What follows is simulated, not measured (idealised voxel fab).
Process module, titled voxel spacer lines
Pictured: cross-section cut, 220 nm wide, on a grid of 5 nm square cells.
This document writes a cross-section as a grid whose cells are square, and gives it as bands, listed from the top down; one or more rows of cells form a band. Basically the band line says how high the top is and how high the bottom is, in nm, and then what's in it from left to right, every material with its width in nm. Empty space shows up as "air", and if a single material carries "everywhere" it runs the full band edge to edge. Zero point of the height axis is 0; under it, received wafer = one material. Lowest band: continues down indefinitely, "z 0 and below". A width given as "30 to 40" starts at the first number in the band's top row and ends at the second number in its bottom row, shifting by an equal amount at every step from row to row. Step note "nothing got changed" = no cross-section cell changed. Listed in "Trapped cavities": every empty space of 8 or more cells without an open way to the top. Form: width x height at distance, the distance being from the left edge, all in nm. Where a step's line continues beyond its settings, the continuation is a remark by the simulator itself on that step. The optional step-line setting "overlay nm" applies to steps with a mask and quantifies how far to the right of its planned location the mask lay, a negative value indicating leftward placement.
### The following list gives the planned process steps
1,RECEIVE: material Si
2,CONFORMAL_DEP: material Al2O3, thk nm 5
3,DIRECTIONAL_DEP: material TiN, thk nm 15
4,DIRECTIONAL_DEP: material aC, thk nm 25
5,PATTERN: tone cover, mask id MANDREL, material resist, width nm 20, pitch nm 70, thk nm 35, overlay nm 0
6,DIRECTIONAL_ETCH: etch materials aC, depth nm 25
7,STRIP: etch materials resist
8,CONFORMAL_DEP: material SiO2, thk nm 15
9,DIRECTIONAL_ETCH: etch materials SiO2, depth nm 15
10,STRIP: etch materials aC
11,DIRECTIONAL_ETCH: etch materials TiN, depth nm 15
12,STRIP: etch materials SiO2
13,FILL_DEP: material lowk, thk nm 10
14,CMP: height nm 20
### The first wafer of two, processed as planned
### as received, after step 1
  z 0 and below: Si everywhere
  Trapped cavities: none
### Cross-section through the wafer, step 2 finished
  z 5 to 0: Al2O3 everywhere
  Everything below 0 is unchanged.
### Cross-section through the wafer, step 3 finished
  z 20 to 5: TiN everywhere
  Everything below 5 is unchanged.
### Cross-section through the wafer, step 4 finished
  z 45 to 20: aC everywhere
  Everything below 20 is unchanged.
### Cross-section through the wafer, step 5 finished
  z 80 to 45: 30 air / 20 resist / 50 air / 20 resist / 50 air / 20 resist / 30 air
  Everything below 45 is unchanged.
### Cross-section through the wafer, step 6 finished
  z 55 to 45: 30 air / 20 resist / 50 air / 20 resist / 50 air / 20 resist / 30 air
  z 45 to 20: 30 air / 20 aC / 50 air / 20 aC / 50 air / 20 aC / 30 air
  Everything below 20 is unchanged.
### Cross-section through the wafer, step 7 finished
  z 45 to 20: 30 air / 20 aC / 50 air / 20 aC / 50 air / 20 aC / 30 air
  Everything below 20 is unchanged.
### Cross-section through the wafer, step 8 finished
  z 60 to 45: 15 air / 50 SiO2 / 20 air / 50 SiO2 / 20 air / 50 SiO2 / 15 air
  z 45 to 35: 15 air / 15 SiO2 / 20 aC / 15 SiO2 / 20 air / 15 SiO2 / 20 aC / 15 SiO2 / 20 air / 15 SiO2 / 20 aC / 15 SiO2 / 15 air
  z 35 to 20: 30 SiO2 / 20 aC / 50 SiO2 / 20 aC / 50 SiO2 / 20 aC / 30 SiO2
  Everything below 20 is unchanged.
### Cross-section through the wafer, step 9 finished
  z 45 to 20: 15 air / 15 SiO2 / 20 aC / 15 SiO2 / 20 air / 15 SiO2 / 20 aC / 15 SiO2 / 20 air / 15 SiO2 / 20 aC / 15 SiO2 / 15 air
  Everything below 20 is unchanged.
### Cross-section through the wafer, step 10 finished
  z 45 to 20: 15 air / 15 SiO2 / 20 air / 15 SiO2 / 20 air / 15 SiO2 / 20 air / 15 SiO2 / 20 air / 15 SiO2 / 20 air / 15 SiO2 / 15 air
  Everything below 20 is unchanged.
### Cross-section through the wafer, step 11 finished
  z 45 to 20: 15 air / 15 SiO2 / 20 air / 15 SiO2 / 20 air / 15 SiO2 / 20 air / 15 SiO2 / 20 air / 15 SiO2 / 20 air / 15 SiO2 / 15 air
  z 20 to 5: 15 air / 15 TiN / 20 air / 15 TiN / 20 air / 15 TiN / 20 air / 15 TiN / 20 air / 15 TiN / 20 air / 15 TiN / 15 air
  Everything below 5 is unchanged.
### Cross-section through the wafer, step 12 finished
  z 20 to 5: 15 air / 15 TiN / 20 air / 15 TiN / 20 air / 15 TiN / 20 air / 15 TiN / 20 air / 15 TiN / 20 air / 15 TiN / 15 air
  Everything below 5 is unchanged.
### Cross-section through the wafer, step 13 finished
  z 30 to 20: lowk everywhere
  z 20 to 5: 15 lowk / 15 TiN / 20 lowk / 15 TiN / 20 lowk / 15 TiN / 20 lowk / 15 TiN / 20 lowk / 15 TiN / 20 lowk / 15 TiN / 15 lowk
  Everything below 5 is unchanged.
### Cross-section through the wafer, step 14 finished
  z 20 to 5: 15 lowk / 15 TiN / 20 lowk / 15 TiN / 20 lowk / 15 TiN / 20 lowk / 15 TiN / 20 lowk / 15 TiN / 20 lowk / 15 TiN / 15 lowk
  Everything below 5 is unchanged.
### For the second wafer, take the first wafer's start and plan, then add one mistake made in running it; everything through step 1, that step included, is shared with the first
Cross-sectional view of the second wafer at the intended end time of process step 2: nothing got changed
### Cross-sectional view of the second wafer at the intended end time of process step 3
  z 15 to 0: TiN everywhere
  Everything below 0 is unchanged.
### Cross-sectional view of the second wafer at the intended end time of process step 4
  z 40 to 15: aC everywhere
  Everything below 15 is unchanged.
### Cross-sectional view of the second wafer at the intended end time of process step 5
  z 75 to 40: 30 air / 20 resist / 50 air / 20 resist / 50 air / 20 resist / 30 air
  Everything below 40 is unchanged.
### Cross-sectional view of the second wafer at the intended end time of process step 6
  z 50 to 40: 30 air / 20 resist / 50 air / 20 resist / 50 air / 20 resist / 30 air
  z 40 to 15: 30 air / 20 aC / 50 air / 20 aC / 50 air / 20 aC / 30 air
  Everything below 15 is unchanged.
### Cross-sectional view of the second wafer at the intended end time of process step 7
  z 40 to 15: 30 air / 20 aC / 50 air / 20 aC / 50 air / 20 aC / 30 air
  Everything below 15 is unchanged.
### Cross-sectional view of the second wafer at the intended end time of process step 8
  z 55 to 40: 15 air / 50 SiO2 / 20 air / 50 SiO2 / 20 air / 50 SiO2 / 15 air
  z 40 to 30: 15 air / 15 SiO2 / 20 aC / 15 SiO2 / 20 air / 15 SiO2 / 20 aC / 15 SiO2 / 20 air / 15 SiO2 / 20 aC / 15 SiO2 / 15 air
  z 30 to 15: 30 SiO2 / 20 aC / 50 SiO2 / 20 aC / 50 SiO2 / 20 aC / 30 SiO2
  Everything below 15 is unchanged.
### Cross-sectional view of the second wafer at the intended end time of process step 9
  z 40 to 15: 15 air / 15 SiO2 / 20 aC / 15 SiO2 / 20 air / 15 SiO2 / 20 aC / 15 SiO2 / 20 air / 15 SiO2 / 20 aC / 15 SiO2 / 15 air
  Everything below 15 is unchanged.
### Cross-sectional view of the second wafer at the intended end time of process step 10
  z 40 to 15: 15 air / 15 SiO2 / 20 air / 15 SiO2 / 20 air / 15 SiO2 / 20 air / 15 SiO2 / 20 air / 15 SiO2 / 20 air / 15 SiO2 / 15 air
  Everything below 15 is unchanged.
### Cross-sectional view of the second wafer at the intended end time of process step 11
  z 40 to 15: 15 air / 15 SiO2 / 20 air / 15 SiO2 / 20 air / 15 SiO2 / 20 air / 15 SiO2 / 20 air / 15 SiO2 / 20 air / 15 SiO2 / 15 air
  z 15 to 0: 15 air / 15 TiN / 20 air / 15 TiN / 20 air / 15 TiN / 20 air / 15 TiN / 20 air / 15 TiN / 20 air / 15 TiN / 15 air
  Everything below 0 is unchanged.
### Cross-sectional view of the second wafer at the intended end time of process step 12
  z 15 to 0: 15 air / 15 TiN / 20 air / 15 TiN / 20 air / 15 TiN / 20 air / 15 TiN / 20 air / 15 TiN / 20 air / 15 TiN / 15 air
  Everything below 0 is unchanged.
### Cross-sectional view of the second wafer at the intended end time of process step 13
  z 25 to 15: lowk everywhere
  z 15 to 0: 15 lowk / 15 TiN / 20 lowk / 15 TiN / 20 lowk / 15 TiN / 20 lowk / 15 TiN / 20 lowk / 15 TiN / 20 lowk / 15 TiN / 15 lowk
  Everything below 0 is unchanged.
### Cross-sectional view of the second wafer at the intended end time of process step 14
  z 20 to 15: lowk everywhere
  Everything below 15 is unchanged.
The plan and the run diverged here: execution of step 2 of the plan did not take place, the step having been omitted
At the finish, the second wafer shows more or fewer cells for some materials than the first does: -44 Al2O3, +44 lowk
